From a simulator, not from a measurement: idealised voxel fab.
The name of this process module is voxel released beams.
cross-section cut | 225 nm wide | cells 5 nm
The cross-sections in this document take the form of a grid made of square cells. They are written out as bands, in order from top to bottom. Each band consists of one or more rows of cells.
Band entry format. Leading values: height of top, height of bottom, nm. Remainder: materials in left-to-right order, each with its width in nm. Special words: "edge to edge" on a single material, which then fills the band edge to edge; "air", empty space.
Height reference: 0 = level under which incoming wafer is all one material. Lowest band: no bottom, runs on downward, e.g. "0 down".
Width spec "30->40" -> top row of cells at first value, bottom row at second value, equal per-row change in between.
"identical to before" means the step left every cell of the cross-section as it was.
Listed in "Cavities, closed": every empty space of 8 or more cells without an open way to the top. Form: width x height at distance, the distance being from the left edge, all in nm.
Where a step's line continues beyond its settings, the continuation is a remark by the simulator itself on that step.
overlay nm: mask right of planned place by this much (step with mask). Neg. = left.
[The process steps that were planned are listed below]
1) RECEIVE with material Si
2) CONFORMAL_DEP with material Al2O3, thk nm 5
3) DIRECTIONAL_DEP with material SiO2, thk nm 15
4) DIRECTIONAL_DEP with material aC, thk nm 10
5) PATTERN with tone open, mask id ANCHOR, material resist, width nm 30, thk nm 25, overlay nm 0
6) DIRECTIONAL_ETCH with etch materials aC, depth nm 10
7) STRIP with etch materials resist
8) DIRECTIONAL_ETCH with etch materials SiO2, depth nm 15
9) STRIP with etch materials aC
10) CONFORMAL_DEP with material W, thk nm 10
11) DIRECTIONAL_DEP with material aC, thk nm 15
12) PATTERN with tone cover, mask id BEAM, material resist, width nm 95, thk nm 30, overlay nm 0
13) DIRECTIONAL_ETCH with etch materials aC, depth nm 15
14) STRIP with etch materials resist
15) DIRECTIONAL_ETCH with etch materials W, depth nm 10
16) STRIP with etch materials aC
17) STRIP with etch materials SiO2
[Shown in cross-section is the wafer as received, that is, as it stands after step 1]
- 0 down: Si edge to edge
- Cavities, closed: none
[The plan above was carried out on the starting structure above with one mistake, and this cross-section shows the wafer at the end of the module]
- 25 to 15: air (60), then W (15), then air (10), then W (70), then air (70)
- 15 to 10: air (65), then W (10), then air (10), then W (10), then air (130)
- 10 to 0: air (65), then W (30), then air (130)
- 0 down: Si edge to edge
- Cavities, closed: none
What broke from the plan during processing? step 2 of the plan was omitted and not executed
